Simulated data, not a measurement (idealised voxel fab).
The following is a process module called voxel released beams.
The cross-section shown here is cut; it is 265 nm wide and divided into square cells measuring 5 nm on a side.
How to read a cross-section here: the picture is a grid of square cells, written as bands going from the top down, and any band can span one or more rows of cells. Heights first: top, then bottom, in nm. Then materials, left to right, each with a width in nm. "edge to edge" on a single material: fills the band edge to edge. "blank": empty space. Measure heights from 0. That's the level where, below it, the as-received wafer is all one material. The lowest band is bottomless and extends downward; write it as in "from 0 down". Width "30->40": first value at the band's top row of cells, second value at its bottom row, equal change from row to row. You'll sometimes find "remained unchanged" written for a step, and that's the way of saying that nowhere in the cross-section did a cell change during that step. "Trapped void list" means: voids of 8 cells or more that are shut off from the top with no open way through. Written width x height at distance, distance from the left edge, in nm. Text after the settings on a step's line: the simulator's own remark on that step. Steps that use a mask can have "overlay nm" on their line. It says how far the mask sat to the right of where it was meant to be. Negative means to the left.

Process steps - plan:
1) RECEIVE: material Si
2) CONFORMAL_DEP: material SiN, thk nm 10
3) DIRECTIONAL_DEP: material SiO2, thk nm 15
4) DIRECTIONAL_DEP: material aC, thk nm 15
5) PATTERN: tone open, mask id ANCHOR, material resist, width nm 25, thk nm 35, overlay nm 0
6) DIRECTIONAL_ETCH: etch materials aC, depth nm 15
7) STRIP: etch materials resist
8) DIRECTIONAL_ETCH: etch materials SiO2, depth nm 15
9) STRIP: etch materials aC
10) CONFORMAL_DEP: material polySi, thk nm 10
11) PATTERN: tone cover, mask id BEAM, material resist, width nm 70, thk nm 20, overlay nm 0
12) DIRECTIONAL_ETCH: etch materials polySi, depth nm 10
13) STRIP: etch materials resist
14) STRIP: etch materials SiO2

First wafer out of two, processed as planned:

This is the cross-section of the wafer as we received it, i.e. after step 1:
* from 0 down  Si edge to edge
* Trapped void list: none

The wafer, seen in cross-section, after step 2:
* from 10 to 0  SiN edge to edge
* below 0: unchanged

The wafer, seen in cross-section, after step 3:
* from 25 to 10  SiO2 edge to edge
* below 10: unchanged

The wafer, seen in cross-section, after step 4:
* from 40 to 25  aC edge to edge
* below 25: unchanged

The wafer, seen in cross-section, after step 5:
* from 75 to 40  100 of resist  25 of blank  140 of resist
* below 40: unchanged

The wafer, seen in cross-section, after step 6:
* from 60 to 40  100 of resist  25 of blank  140 of resist
* from 40 to 25  100 of aC  25 of blank  140 of aC
* below 25: unchanged

The wafer, seen in cross-section, after step 7:
* from 40 to 25  100 of aC  25 of blank  140 of aC
* below 25: unchanged

The wafer, seen in cross-section, after step 8:
* from 40 to 25  100 of aC  25 of blank  140 of aC
* from 25 to 10  100 of SiO2  25 of blank  140 of SiO2
* below 10: unchanged

The wafer, seen in cross-section, after step 9:
* from 25 to 10  100 of SiO2  25 of blank  140 of SiO2
* below 10: unchanged

The wafer, seen in cross-section, after step 10:
* from 35 to 25  110 of polySi  5 of blank  150 of polySi
* from 25 to 20  100 of SiO2  10 of polySi  5 of blank  10 of polySi  140 of SiO2
* from 20 to 10  100 of SiO2  25 of polySi  140 of SiO2
* below 10: unchanged

The wafer, seen in cross-section, after step 11:
* from 55 to 35  95 of blank  70 of resist  100 of blank
* from 35 to 25  110 of polySi  5 of resist  150 of polySi
* from 25 to 20  100 of SiO2  10 of polySi  5 of resist  10 of polySi  140 of SiO2
* below 20: unchanged

The wafer, seen in cross-section, after step 12:
* from 55 to 35  95 of blank  70 of resist  100 of blank
* from 35 to 25  95 of blank  15 of polySi  5 of resist  50 of polySi  100 of blank
* below 25: unchanged

The wafer, seen in cross-section, after step 13:
* from 35 to 25  95 of blank  15 of polySi  5 of blank  50 of polySi  100 of blank
* from 25 to 20  100 of SiO2  10 of polySi  5 of blank  10 of polySi  140 of SiO2
* below 20: unchanged

The wafer, seen in cross-section, after step 14:
* from 35 to 25  95 of blank  15 of polySi  5 of blank  50 of polySi  100 of blank
* from 25 to 20  100 of blank  10 of polySi  5 of blank  10 of polySi  140 of blank
* from 20 to 10  100 of blank  25 of polySi  140 of blank
* below 10: unchanged

Second wafer: same start and same plan as the first, one execution error; identical to the first through step 8:

The second wafer cut through, at the time step 9 was supposed to be finished:
* from 0 down  Si edge to edge

The second wafer cut through, at the time step 10 was supposed to be finished:
* from 10 to 0  polySi edge to edge
* below 0: unchanged

The second wafer cut through, at the time step 11 was supposed to be finished:
* from 30 to 10  95 of blank  70 of resist  100 of blank
* below 10: unchanged

The second wafer cut through, at the time step 12 was supposed to be finished:
* from 30 to 10  95 of blank  70 of resist  100 of blank
* from 10 to 0  95 of blank  70 of polySi  100 of blank
* below 0: unchanged

The second wafer cut through, at the time step 13 was supposed to be finished:
* from 10 to 0  95 of blank  70 of polySi  100 of blank
* below 0: unchanged

The second wafer cut through, at the time step 14 was supposed to be finished: remained unchanged
Diagnosis: step 9 ran with different settings than intended, the actual operation and settings being STRIP: etch materials SiN
Final difference in cells, second wafer against first, listed per material as more or fewer: SiN -106 | polySi -12
